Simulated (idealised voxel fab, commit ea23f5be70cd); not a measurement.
process module | voxel transistor to metal
cross-section cut | 150 nm wide | cells 5 nm
A cross-section is a grid of square cells, given in bands from the top down. A band is one or more rows of cells.
Each band's line starts with the height of the band's top and of its bottom, in nm. Then come its materials from left to right, each with its width in nm. One material with "throughout" fills the band from edge to edge. "air" is empty space.
Height 0 is the level under which the wafer as received is all one material. The lowest band goes on downwards, as in "0 down".
A width such as "30 to 40" changes by the same amount from each row of cells to the next, from the band's top row to its bottom row.
"no change" after a step means that no cell of the cross-section changed.
closed voids: empty space of 8 cells or more with no open way to the top, each as width x height at its distance from the left edge, in nm
after a step's settings: what the simulator itself notes on the step
overlay nm, on a step with a mask: how far to the right of its planned place the mask lay; to the left if negative
plan
1 op RECEIVE | material Si
2 op OXIDIZE | depth nm 5
3 op CONFORMAL_DEP | material SiN | thk nm 10
4 op MASKED_ETCH | tone cover | mask id ACTIVE | width nm 115 | etch materials SiN | depth nm 10 | overlay nm 0
5 op MASKED_ETCH | tone cover | mask id ACTIVE | width nm 115 | etch materials SiO2 | depth nm 5 | overlay nm 0
6 op MASKED_ETCH | tone cover | mask id ACTIVE | width nm 115 | etch materials Si | depth nm 20 | overlay nm 0
7 op FILL_DEP | material SiO2 | thk nm 15
8 op CMP | height nm 10
9 op SELECTIVE_ETCH | etch materials SiO2 | depth nm 5
10 op STRIP | etch materials SiN
11 op SELECTIVE_ETCH | etch materials SiO2 | depth nm 5
12 op OXIDIZE | depth nm 5
13 op DIRECTIONAL_DEP | material polySi | thk nm 30
14 op DIRECTIONAL_DEP | material SiCN | thk nm 15
15 op MASKED_ETCH | tone cover | mask id GATE | width nm 35 | etch materials SiCN | depth nm 25 | overlay nm 0
16 op MASKED_ETCH | tone cover | mask id GATE | width nm 35 | etch materials polySi | depth nm 40 | overlay nm 0
17 op CONFORMAL_DEP | material SiN | thk nm 5
18 op DIRECTIONAL_ETCH | etch materials SiN | depth nm 5
19 op DIRECTIONAL_ETCH | etch materials SiO2 | depth nm 5
20 op DIRECTIONAL_ETCH | etch materials Si | depth nm 5
21 op EPI | material nSi | thk nm 5
22 op FILL_DEP | material SiO2 | thk nm 10
23 op CMP | height nm 25
24 op STRIP | etch materials polySi
25 op SELECTIVE_ETCH | etch materials SiO2 | depth nm 5
26 op CONFORMAL_DEP | material HfO2 | thk nm 5
27 op CONFORMAL_DEP | material TiN | thk nm 5
28 op FILL_DEP | material W | thk nm 5
29 op CMP | height nm 20
30 op DIRECTIONAL_DEP | material SiO2 | thk nm 15
31 op DIRECTIONAL_DEP | material aC | thk nm 15
32 op PATTERN | tone open | mask id CONTACT | material resist | width nm 15 | pitch nm 80 | thk nm 30 | overlay nm -10
33 op DIRECTIONAL_ETCH | etch materials aC | depth nm 15
34 op STRIP | etch materials resist
35 op DIRECTIONAL_ETCH | etch materials SiO2 | depth nm 45
36 op STRIP | etch materials aC
37 op CONFORMAL_DEP | material TiN | thk nm 5
38 op FILL_DEP | material W | thk nm 10
39 op CMP | height nm 35
40 op DIRECTIONAL_DEP | material TiN | thk nm 5
41 op DIRECTIONAL_DEP | material Ru | thk nm 25
42 op PATTERN | tone cover | mask id METAL_1 | material resist | width nm 15 | pitch nm 80 | thk nm 15 | overlay nm 0
43 op DIRECTIONAL_ETCH | etch materials Ru | depth nm 25
44 op DIRECTIONAL_ETCH | etch materials TiN | depth nm 5
45 op STRIP | etch materials resist
46 op FILL_DEP | material lowk | thk nm 10
47 op CMP | height nm 65
48 op CONFORMAL_DEP | material SiN | thk nm 5
varied across the wafers: overlay nm of step 32. The plan shows the first wafer's value. All wafers start alike
first wafer as received, after step 1
  0 down: Si throughout
  closed voids: none
first wafer at the end, after step 48
  70 to 65: SiN throughout
  65 to 40: lowk 25 | Ru 15 | lowk 65 | Ru 15 | lowk 30
  40 to 35: lowk 25 | TiN 15 | lowk 65 | TiN 15 | lowk 30
  35 to 20: SiO2 15 | TiN 5 | W 5 | TiN 5 | SiO2 65 | TiN 5 | W 5 | TiN 5 | SiO2 40
  20 to 0: SiO2 15 | TiN 5 | W 5 | TiN 5 | SiO2 20 | SiN 5 | HfO2 5 | TiN 5 | W 15 | TiN 5 | HfO2 5 | SiN 5 | TiN 5 | W 5 | TiN 5 | SiO2 40
  0 to -5: SiO2 10 | SiN 5 | TiN 5 | W 5 | TiN 5 | SiO2 20 | SiN 5 | HfO2 5 | TiN 25 | HfO2 5 | SiN 5 | TiN 15 | SiO2 20 | SiN 5 | SiO2 15
  -5 to -10: SiO2 15 | TiN 15 | SiO2 15 | nSi 5 | HfO2 45 | nSi 5 | TiN 10 | SiO2 40
  -10 to -15: SiO2 15 | nSi 35 | Si 45 | nSi 35 | SiO2 20
  -15 to -25: SiO2 15 | Si 115 | SiO2 20
  -25 down: Si throughout
  closed voids: none
last wafer at the end
  70 to 65: SiN throughout
  65 to 40: lowk 25 | Ru 15 | lowk 65 | Ru 15 | lowk 30
  40 to 35: lowk 25 | TiN 15 | lowk 65 | TiN 15 | lowk 30
  35 to 25: SiO2 40 | TiN 5 | W 5 | TiN 5 | SiO2 65 | TiN 5 | W 5 | TiN 5 | SiO2 15
  25 to 20: SiO2 40 | TiN 15 | SiO2 65 | TiN 5 | W 5 | TiN 5 | SiO2 15
  20 to 5: SiO2 40 | TiN 10 | SiN 5 | HfO2 5 | TiN 5 | W 15 | TiN 5 | HfO2 5 | SiN 5 | SiO2 25 | TiN 5 | W 5 | TiN 5 | SiO2 15
  5 to 0: SiO2 40 | TiN 10 | SiN 5 | HfO2 5 | TiN 5 | W 15 | TiN 5 | HfO2 5 | SiN 5 | SiO2 25 | TiN 15 | SiO2 15
  0 to -5: SiO2 10 | SiN 5 | SiO2 25 | TiN 10 | SiN 5 | HfO2 5 | TiN 25 | HfO2 5 | SiN 5 | SiO2 25 | TiN 10 | SiN 5 | SiO2 15
  -5 to -10: SiO2 40 | TiN 5 | nSi 5 | HfO2 45 | nSi 5 | SiO2 20 | TiN 10 | SiO2 20
  -10 to -15: SiO2 15 | nSi 35 | Si 45 | nSi 35 | SiO2 20
  -15 to -25: SiO2 15 | Si 115 | SiO2 20
  -25 down: Si throughout
  closed voids: none
each wafer at the end: cells of each material gained (+) or lost (-) since it was received, then its closed voids
overlay nm -10 | +19 HfO2 | +30 Ru | -95 Si | +42 SiN | +180 SiO2 | +57 TiN | +27 W | +144 lowk | +16 nSi | closed voids: none
overlay nm -5 | +19 HfO2 | +30 Ru | -95 Si | +42 SiN | +179 SiO2 | +57 TiN | +28 W | +144 lowk | +16 nSi | closed voids: none
overlay nm 0 | +19 HfO2 | +30 Ru | -95 Si | +42 SiN | +179 SiO2 | +57 TiN | +28 W | +144 lowk | +16 nSi | closed voids: none
overlay nm 5 | +19 HfO2 | +30 Ru | -95 Si | +42 SiN | +179 SiO2 | +57 TiN | +28 W | +144 lowk | +16 nSi | closed voids: none
overlay nm 10 | +19 HfO2 | +30 Ru | -95 Si | +42 SiN | +180 SiO2 | +57 TiN | +27 W | +144 lowk | +16 nSi | closed voids: none
overlay nm 15 | +19 HfO2 | +30 Ru | -95 Si | +42 SiN | +188 SiO2 | +56 TiN | +20 W | +144 lowk | +16 nSi | closed voids: none
